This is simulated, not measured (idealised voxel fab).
Name of the process module below: voxel air gaps
We display cut, a cross-section 285 nm in width whose square cells are each 5 nm.
How to read a cross-section here: the picture is a grid of square cells, written as bands going from the top down, and any band can span one or more rows of cells. It is stipulated that each band's entry specify, in nanometres, the height of the top of the band and then that of its bottom, followed by the materials of the band in left-to-right sequence, each together with its width in nanometres. A single material marked by the word "full width" is understood to fill the band from edge to edge; the word "blank" is understood to denote empty space. Height 0 is the level under which the wafer as received is all one material. The lowest band goes on downwards, as in "z 0 and below". Width: "30 to 40" (first number = top row, second number = bottom row, same change from row to row of cells). Where the words "nothing got changed" appear for a step, the cross-section shows no cell changed by that step; every cell remained as before. "Completely sealed voids" enumerates empty spaces isolated from the top, with no open way to it, that contain at least 8 cells, giving each as width x height at distance from the left edge, all three in nm. Step line, after settings: the simulator's comment on this step. overlay nm: mask right of planned place by this much (step with mask). Neg. = left.
Plan:
1: RECEIVE with material Si
2: CONFORMAL_DEP with material SiO2, thk nm 15
3: CONFORMAL_DEP with material SiN, thk nm 5
4: DIRECTIONAL_DEP with material lowk, thk nm 30
5: MASKED_ETCH with tone open, mask id LINES, width nm 20, pitch nm 50, etch materials lowk, depth nm 30, overlay nm 0
6: CONFORMAL_DEP with material TiN, thk nm 5
7: FILL_DEP with material Cu, thk nm 10
8: CMP with height nm 50
9: EPI with material Ru, thk nm 10
10: SELECTIVE_ETCH with etch materials lowk, depth nm 40
11: CONFORMAL_DEP with material SiN, thk nm 5
Shown in cross-section is the wafer as received, that is, as it stands after step 1:
	z 0 and below | Si full width
	Completely sealed voids: none
As-planned run: cross-section of the first of two wafers at end of module:
	z 65 to 60 | blank: 40  SiN: 200  blank: 45
	z 60 to 50 | blank: 40  SiN: 5  Ru: 40  SiN: 10  Ru: 40  SiN: 10  Ru: 40  SiN: 10  Ru: 40  SiN: 5  blank: 45
	z 50 to 45 | blank: 40  SiN: 15  TiN: 5  Cu: 10  TiN: 5  SiN: 30  TiN: 5  Cu: 10  TiN: 5  SiN: 30  TiN: 5  Cu: 10  TiN: 5  SiN: 30  TiN: 5  Cu: 10  TiN: 5  SiN: 15  blank: 45
	z 45 to 25 | blank: 50  SiN: 5  TiN: 5  Cu: 10  TiN: 5  SiN: 5  blank: 20  SiN: 5  TiN: 5  Cu: 10  TiN: 5  SiN: 5  blank: 20  SiN: 5  TiN: 5  Cu: 10  TiN: 5  SiN: 5  blank: 20  SiN: 5  TiN: 5  Cu: 10  TiN: 5  SiN: 5  blank: 55
	z 25 to 20 | SiN: 55  TiN: 20  SiN: 30  TiN: 20  SiN: 30  TiN: 20  SiN: 30  TiN: 20  SiN: 60
	z 20 to 15 | SiN full width
	z 15 to 0 | SiO2 full width
	z 0 and below | Si full width
	Completely sealed voids: 20 x 20 at 80; 20 x 20 at 130; 20 x 20 at 180
End of module, second wafer, cross-section. Started like the first, planned like the first, run with one mistake:
	z 55 to 45 | SiN full width
	z 45 to 15 | lowk full width
	z 15 to 0 | SiO2 full width
	z 0 and below | Si full width
	Completely sealed voids: none
Short version of what went wrong: mixed up steps 3 and 4 - ran each in the other's place
at the end the second wafer has, in cells: -40 Cu, -64 Ru, -96 SiN, -56 TiN, +342 lowk
The first wafer finishes with 3 closed voids, while the second finishes with 0.
